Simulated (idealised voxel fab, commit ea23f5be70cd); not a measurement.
The process module that follows is named voxel spacer lines.
In the cross-section labelled cut, the width is 185 nm and each square cell is 5 nm.
Cross-section spec: square-cell grid; bands listed top down; each band is one or more rows.
Top, bottom (nm), then materials left to right with widths (nm); lone material tagged "edge to edge" fills the whole band edge to edge; "blank" = empty space.
Height reference: 0 = level under which incoming wafer is all one material. Lowest band: no bottom, runs on downward, e.g. "z 0 and below".
The expression "30 to 40" gives the width at the extremes of the band, the first number at its top row of cells and the second at its bottom row, with the width changing by equal amounts from each row to the next in between.
Step note "no alterations made" = no cross-section cell changed.
In the "Fully sealed voids" entry, you get each enclosed empty space of 8 cells or more, one with no open way to the top, written width x height at distance, distance from the left edge, in nm.
What comes after the settings on a step's line is commentary from the simulator itself on that step.
For masked steps, "overlay nm" on the step line gives how far right of plan the mask actually lay; a minus sign means it lay to the left.

Planned process steps:
| 1 | RECEIVE, material Si |
| 2 | CONFORMAL_DEP, material Al2O3, thk nm 10 |
| 3 | DIRECTIONAL_DEP, material W, thk nm 15 |
| 4 | DIRECTIONAL_DEP, material aC, thk nm 20 |
| 5 | PATTERN, tone cover, mask id MANDREL, material resist, width nm 15, pitch nm 50, thk nm 30, overlay nm 0 |
| 6 | DIRECTIONAL_ETCH, etch materials aC, depth nm 20 |
| 7 | STRIP, etch materials resist |
| 8 | CONFORMAL_DEP, material SiN, thk nm 10 |
| 9 | DIRECTIONAL_ETCH, etch materials SiN, depth nm 5 |
| 10 | STRIP, etch materials aC |
| 11 | DIRECTIONAL_ETCH, etch materials W, depth nm 15 |
| 12 | STRIP, etch materials SiN |
| 13 | FILL_DEP, material SiO2, thk nm 10 |
| 14 | CMP, height nm 25 |
What sets these wafers apart? The depth nm at step 9. They all start alike, and the plan carries the first wafer's value.

The first of several wafers as received, shown in cross-section; this is its state after step 1:
    z 0 and below  Si edge to edge
    Fully sealed voids: none

Below is a per-wafer table. In it, each row describes the wafer at the end of the module by giving, for each material, the number of cells gained (+) or lost (-) since the wafer was received, and after that the closed voids of the wafer:
depth nm 5 | +74 Al2O3 | +111 W | Fully sealed voids: none
depth nm 10 | +74 Al2O3 | +75 SiO2 | +36 W | Fully sealed voids: none
depth nm 15 | +74 Al2O3 | +75 SiO2 | +36 W | Fully sealed voids: none
depth nm 20 | +74 Al2O3 | +75 SiO2 | +36 W | Fully sealed voids: none
depth nm 25 | +74 Al2O3 | +75 SiO2 | +36 W | Fully sealed voids: none
